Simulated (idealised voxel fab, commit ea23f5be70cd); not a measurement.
process module | voxel wiring stack
cross-section cut | 175 nm wide | cells 5 nm
A cross-section is a grid of square cells, given in bands from the top down. A band is one or more rows of cells.
Each band's line starts with the height of the band's top and of its bottom, in nm. Then come its materials from left to right, each with its width in nm. One material with "throughout" fills the band from edge to edge. "air" is empty space.
Height 0 is the level under which the wafer as received is all one material. The lowest band goes on downwards, as in "0 down".
A width such as "30 to 40" changes by the same amount from each row of cells to the next, from the band's top row to its bottom row.
"no change" after a step means that no cell of the cross-section changed.
closed voids: empty space of 8 cells or more with no open way to the top, each as width x height at its distance from the left edge, in nm
after a step's settings: what the simulator itself notes on the step
overlay nm, on a step with a mask: how far to the right of its planned place the mask lay; to the left if negative
Each pair below shows a cross-section before one step and the cross-section after it, down to the lowest band that changed. The line under each pair gives the step between them, with its settings. The pairs can come from different runs of this module on the same starting wafer, so a pair continues from the pair above only where its "before" says so.
before
  65 to 50: aC throughout
  50 to 40: lowk throughout
  40 to 35: SiCN throughout
  35 to 20: lowk 45 | Ru 25 | lowk 30 | Ru 25 | lowk 50
  20 to 15: lowk 45 | TiN 25 | lowk 30 | TiN 25 | lowk 50
  15 to 0: SiO2 throughout
  0 down: Si throughout
  closed voids: none
after
  95 to 65: air 45 | resist 15 | air 40 | resist 15 | air 60
  below 65: unchanged
  closed voids: none
the step between: op PATTERN | tone cover | mask id PLUG_1 | material resist | width nm 15 | pitch nm 55 | thk nm 30 | overlay nm 0
before: the cross-section after the pair above
after
  80 to 65: air 45 | resist 15 | air 40 | resist 15 | air 60
  65 to 50: air 45 | aC 15 | air 40 | aC 15 | air 60
  below 50: unchanged
  closed voids: none
the step between: op DIRECTIONAL_ETCH | etch materials aC | depth nm 15
before: the cross-section after the pair above
after
  65 to 50: air 45 | aC 15 | air 40 | aC 15 | air 60
  below 50: unchanged
  closed voids: none
the step between: op STRIP | etch materials resist
before: the cross-section after the pair above
after
  65 to 50: air 45 | aC 15 | air 40 | aC 15 | air 60
  50 to 40: air 45 | lowk 15 | air 40 | lowk 15 | air 60
  below 40: unchanged
  closed voids: none
the step between: op DIRECTIONAL_ETCH | etch materials lowk | depth nm 10
before: the cross-section after the pair above
after
  65 to 50: air 45 | aC 15 | air 40 | aC 15 | air 60
  50 to 40: air 45 | lowk 15 | air 40 | lowk 15 | air 60
  40 to 35: air 45 | SiCN 15 | air 40 | SiCN 15 | air 60
  below 35: unchanged
  closed voids: none
the step between: op DIRECTIONAL_ETCH | etch materials SiCN | depth nm 5
before: the cross-section after the pair above
after
  50 to 40: air 45 | lowk 15 | air 40 | lowk 15 | air 60
  below 40: unchanged
  closed voids: none
the step between: op STRIP | etch materials aC
before: the cross-section after the pair above
after
  55 to 50: air 40 | TiN 25 | air 30 | TiN 25 | air 55
  50 to 40: air 40 | TiN 5 | lowk 15 | TiN 5 | air 30 | TiN 5 | lowk 15 | TiN 5 | air 55
  40 to 35: TiN 45 | SiCN 15 | TiN 40 | SiCN 15 | TiN 60
  below 35: unchanged
  closed voids: none
the step between: op CONFORMAL_DEP | material TiN | thk nm 5
before: the cross-section after the pair above
after
  60 to 55: Ru throughout
  55 to 50: Ru 40 | TiN 25 | Ru 30 | TiN 25 | Ru 55
  50 to 40: Ru 40 | TiN 5 | lowk 15 | TiN 5 | Ru 30 | TiN 5 | lowk 15 | TiN 5 | Ru 55
  below 40: unchanged
  closed voids: none
the step between: op FILL_DEP | material Ru | thk nm 5
before: the cross-section after the pair above
after
  50 to 40: Ru 40 | TiN 5 | lowk 15 | TiN 5 | Ru 30 | TiN 5 | lowk 15 | TiN 5 | Ru 55
  below 40: unchanged
  closed voids: none
the step between: op CMP | height nm 50
before: the cross-section after the pair above
after
  55 to 50: SiCN throughout
  below 50: unchanged
  closed voids: none
the step between: op CONFORMAL_DEP | material SiCN | thk nm 5
before: the cross-section after the pair above
after
  70 to 55: SiO2 throughout
  below 55: unchanged
  closed voids: none
the step between: op DIRECTIONAL_DEP | material SiO2 | thk nm 15
before: the cross-section after the pair above
after
  85 to 70: resist 45 | air 25 | resist 30 | air 25 | resist 50
  below 70: unchanged
  closed voids: none
the step between: op PATTERN | tone open | mask id METAL_2 | material resist | width nm 25 | pitch nm 55 | thk nm 15 | overlay nm 0
before: the cross-section after the pair above
after
  85 to 70: resist 45 | air 25 | resist 30 | air 25 | resist 50
  70 to 55: SiO2 45 | air 25 | SiO2 30 | air 25 | SiO2 50
  below 55: unchanged
  closed voids: none
the step between: op DIRECTIONAL_ETCH | etch materials SiO2 | depth nm 15
before: the cross-section after the pair above
after
  85 to 70: resist 45 | air 25 | resist 30 | air 25 | resist 50
  70 to 55: SiO2 45 | air 25 | SiO2 30 | air 25 | SiO2 50
  55 to 50: SiCN 45 | air 25 | SiCN 30 | air 25 | SiCN 50
  below 50: unchanged
  closed voids: none
the step between: op DIRECTIONAL_ETCH | etch materials SiCN | depth nm 5
before: the cross-section after the pair above
after
  70 to 55: SiO2 45 | air 25 | SiO2 30 | air 25 | SiO2 50
  below 55: unchanged
  closed voids: none
the step between: op STRIP | etch materials resist
before: the cross-section after the pair above
after
  75 to 70: TiN 50 | air 15 | TiN 40 | air 15 | TiN 55
  70 to 55: SiO2 45 | TiN 5 | air 15 | TiN 5 | SiO2 30 | TiN 5 | air 15 | TiN 5 | SiO2 50
  55 to 50: SiCN 45 | TiN 25 | SiCN 30 | TiN 25 | SiCN 50
  below 50: unchanged
  closed voids: none
the step between: op CONFORMAL_DEP | material TiN | thk nm 5
before: the cross-section after the pair above
after
  80 to 75: Ru throughout
  75 to 70: TiN 50 | Ru 15 | TiN 40 | Ru 15 | TiN 55
  70 to 55: SiO2 45 | TiN 5 | Ru 15 | TiN 5 | SiO2 30 | TiN 5 | Ru 15 | TiN 5 | SiO2 50
  below 55: unchanged
  closed voids: none
the step between: op FILL_DEP | material Ru | thk nm 5
before: the cross-section after the pair above
after
  70 to 55: SiO2 45 | TiN 5 | Ru 15 | TiN 5 | SiO2 30 | TiN 5 | Ru 15 | TiN 5 | SiO2 50
  below 55: unchanged
  closed voids: none
the step between: op CMP | height nm 70
before: the cross-section after the pair above
after
  75 to 70: SiCN throughout
  below 70: unchanged
  closed voids: none
the step between: op CONFORMAL_DEP | material SiCN | thk nm 5
before: the cross-section after the pair above
after
  105 to 75: SiO2 throughout
  below 75: unchanged
  closed voids: none
the step between: op DIRECTIONAL_DEP | material SiO2 | thk nm 30
before: the cross-section after the pair above
after
  105 to 75: SiO2 45 | air 15 | SiO2 115
  below 75: unchanged
  closed voids: none
the step between: op MASKED_ETCH | tone open | mask id METAL_3_HOLES | width nm 15 | etch materials SiO2 | depth nm 30 | overlay nm 0
before: the cross-section after the pair above
after
  105 to 90: SiO2 45 | air 25 | SiO2 30 | air 25 | SiO2 50
  below 90: unchanged
  closed voids: none
the step between: op MASKED_ETCH | tone open | mask id METAL_3 | width nm 25 | pitch nm 55 | etch materials SiO2 | depth nm 15 | overlay nm 0
before: the cross-section after the pair above
after
  105 to 90: SiO2 45 | air 25 | SiO2 30 | air 25 | SiO2 50
  90 to 75: SiO2 45 | air 15 | SiO2 115
  75 to 70: SiCN 45 | air 15 | SiCN 115
  below 70: unchanged
  closed voids: none
the step between: op MASKED_ETCH | tone open | mask id METAL_3 | width nm 25 | pitch nm 55 | etch materials SiCN | depth nm 5 | overlay nm 0
before: the cross-section after the pair above
after
  110 to 105: TiN 50 | air 15 | TiN 40 | air 15 | TiN 55
  105 to 95: SiO2 45 | TiN 5 | air 15 | TiN 5 | SiO2 30 | TiN 5 | air 15 | TiN 5 | SiO2 50
  95 to 90: SiO2 45 | TiN 5 | air 5 | TiN 15 | SiO2 30 | TiN 25 | SiO2 50
  90 to 75: SiO2 45 | TiN 5 | air 5 | TiN 5 | SiO2 115
  75 to 70: SiCN 45 | TiN 15 | SiCN 115
  below 70: unchanged
  closed voids: none
the step between: op CONFORMAL_DEP | material TiN | thk nm 5
before: the cross-section after the pair above
after
  115 to 110: Ru throughout
  110 to 105: TiN 50 | Ru 15 | TiN 40 | Ru 15 | TiN 55
  105 to 95: SiO2 45 | TiN 5 | Ru 15 | TiN 5 | SiO2 30 | TiN 5 | Ru 15 | TiN 5 | SiO2 50
  95 to 90: SiO2 45 | TiN 5 | Ru 5 | TiN 15 | SiO2 30 | TiN 25 | SiO2 50
  90 to 75: SiO2 45 | TiN 5 | Ru 5 | TiN 5 | SiO2 115
  below 75: unchanged
  closed voids: none
the step between: op FILL_DEP | material Ru | thk nm 5
before: the cross-section after the pair above
after
  105 to 95: SiO2 45 | TiN 5 | Ru 15 | TiN 5 | SiO2 30 | TiN 5 | Ru 15 | TiN 5 | SiO2 50
  below 95: unchanged
  closed voids: none
the step between: op CMP | height nm 105
before: the cross-section after the pair above
after
  110 to 105: SiCN throughout
  below 105: unchanged
  closed voids: none
the step between: op CONFORMAL_DEP | material SiCN | thk nm 5
